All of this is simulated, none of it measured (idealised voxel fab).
process module | voxel capacitor over wiring
cross-section cut | 250 nm wide | cells 5 nm
A cross-section is a grid of square cells, given in bands from the top down. A band is one or more rows of cells.
Each band's line starts with the height of the band's top and of its bottom, in nm. Then come its materials from left to right, each with its width in nm. One material with "throughout" fills the band from edge to edge. "air" is empty space.
Height 0 is the level under which the wafer as received is all one material. The lowest band goes on downwards, as in "0 down".
A width such as "30 to 40" changes by the same amount from each row of cells to the next, from the band's top row to its bottom row.
"no change" after a step means that no cell of the cross-section changed.
closed voids: empty space of 8 cells or more with no open way to the top, each as width x height at its distance from the left edge, in nm
after a step's settings: what the simulator itself notes on the step
overlay nm, on a step with a mask: how far to the right of its planned place the mask lay; to the left if negative
plan
1 op RECEIVE | material Si
2 op CONFORMAL_DEP | material SiO2 | thk nm 10
3 op DIRECTIONAL_DEP | material TiN | thk nm 5
4 op DIRECTIONAL_DEP | material W | thk nm 15
5 op DIRECTIONAL_DEP | material aC | thk nm 10
6 op PATTERN | tone cover | mask id METAL_1 | material resist | width nm 25 | pitch nm 90 | thk nm 25 | overlay nm 0
7 op DIRECTIONAL_ETCH | etch materials aC | depth nm 10
8 op STRIP | etch materials resist
9 op DIRECTIONAL_ETCH | etch materials W | depth nm 15
10 op DIRECTIONAL_ETCH | etch materials TiN | depth nm 5
11 op STRIP | etch materials aC
12 op CONFORMAL_DEP | material SiCN | thk nm 5
13 op FILL_DEP | material SiO2 | thk nm 5
14 op CMP | height nm 30
15 op CONFORMAL_DEP | material SiCN | thk nm 5
16 op DIRECTIONAL_DEP | material SiO2 | thk nm 15
17 op MASKED_ETCH | tone open | mask id PLUG_1 | width nm 15 | etch materials SiO2 | depth nm 15 | overlay nm 0
18 op MASKED_ETCH | tone open | mask id PLUG_1 | width nm 15 | etch materials SiCN | depth nm 5 | overlay nm 0
19 op EPI | material Ru | thk nm 10
20 op EPI | material Ru | thk nm 10
21 op DIRECTIONAL_DEP | material TiN | thk nm 10
22 op DIRECTIONAL_DEP | material SiN | thk nm 5
23 op DIRECTIONAL_DEP | material TiN | thk nm 10
24 op MASKED_ETCH | tone cover | mask id UPPER_PLATE | width nm 70 | etch materials TiN | depth nm 10 | overlay nm 0
25 op MASKED_ETCH | tone cover | mask id UPPER_PLATE | width nm 70 | etch materials SiN | depth nm 5 | overlay nm 0
26 op PATTERN | tone cover | mask id LOWER_PLATE | material resist | width nm 80 | thk nm 20 | overlay nm 0
27 op DIRECTIONAL_ETCH | etch materials TiN | depth nm 10
28 op STRIP | etch materials resist
29 op FILL_DEP | material SiO2 | thk nm 20
30 op CMP | height nm 90
31 op DIRECTIONAL_DEP | material aC | thk nm 15
32 op PATTERN | tone open | mask id PLUG_2 | material resist | width nm 15 | thk nm 30 | overlay nm 0
33 op DIRECTIONAL_ETCH | etch materials aC | depth nm 15
34 op STRIP | etch materials resist
35 op DIRECTIONAL_ETCH | etch materials SiO2 | depth nm 15
36 op STRIP | etch materials aC
37 op CONFORMAL_DEP | material TiN | thk nm 5
38 op FILL_DEP | material Ru | thk nm 5
39 op CMP | height nm 90
40 op CONFORMAL_DEP | material SiCN | thk nm 5
as received, after step 1
  0 down: Si throughout
  closed voids: none
first wafer at the end, as planned
  95 to 90: SiCN throughout
  90 to 80: SiO2 85 | TiN 5 | Ru 5 | TiN 5 | SiO2 150
  80 to 75: SiO2 85 | TiN 15 | SiO2 150
  75 to 65: SiO2 75 | TiN 70 | SiO2 105
  65 to 60: SiO2 75 | SiN 70 | SiO2 105
  60 to 50: SiO2 70 | TiN 80 | SiO2 100
  50 to 35: SiO2 75 | Ru 15 | SiO2 160
  35 to 30: SiCN 75 | Ru 15 | SiCN 160
  30 to 15: SiO2 60 | SiCN 5 | W 25 | SiCN 5 | SiO2 55 | SiCN 5 | W 25 | SiCN 5 | SiO2 65
  15 to 10: SiCN 65 | TiN 25 | SiCN 65 | TiN 25 | SiCN 70
  10 to 0: SiO2 throughout
  0 down: Si throughout
  closed voids: none
second wafer at the end: like start, like plan, one mistake
  95 to 90: SiCN throughout
  90 to 80: SiO2 85 | TiN 5 | Ru 5 | TiN 5 | SiO2 150
  80 to 75: SiO2 85 | TiN 15 | SiO2 150
  75 to 65: SiO2 75 | TiN 70 | SiO2 105
  65 to 60: SiO2 75 | SiN 70 | SiO2 105
  60 to 50: SiO2 70 | TiN 80 | SiO2 100
  50 to 35: SiO2 65 | Ru 15 | SiO2 170
  35 to 30: SiCN 75 | Ru 5 | SiCN 170
  30 to 15: SiO2 60 | SiCN 5 | W 25 | SiCN 5 | SiO2 55 | SiCN 5 | W 25 | SiCN 5 | SiO2 65
  15 to 10: SiCN 65 | TiN 25 | SiCN 65 | TiN 25 | SiCN 70
  10 to 0: SiO2 throughout
  0 down: Si throughout
  closed voids: none
what went wrong: step 17 ran as: op MASKED_ETCH | tone open | mask id PLUG_1 | width nm 15 | etch materials SiO2 | depth nm 15 | overlay nm -10
at the end the second wafer has, in cells: 2 fewer of Ru | 2 more of SiCN
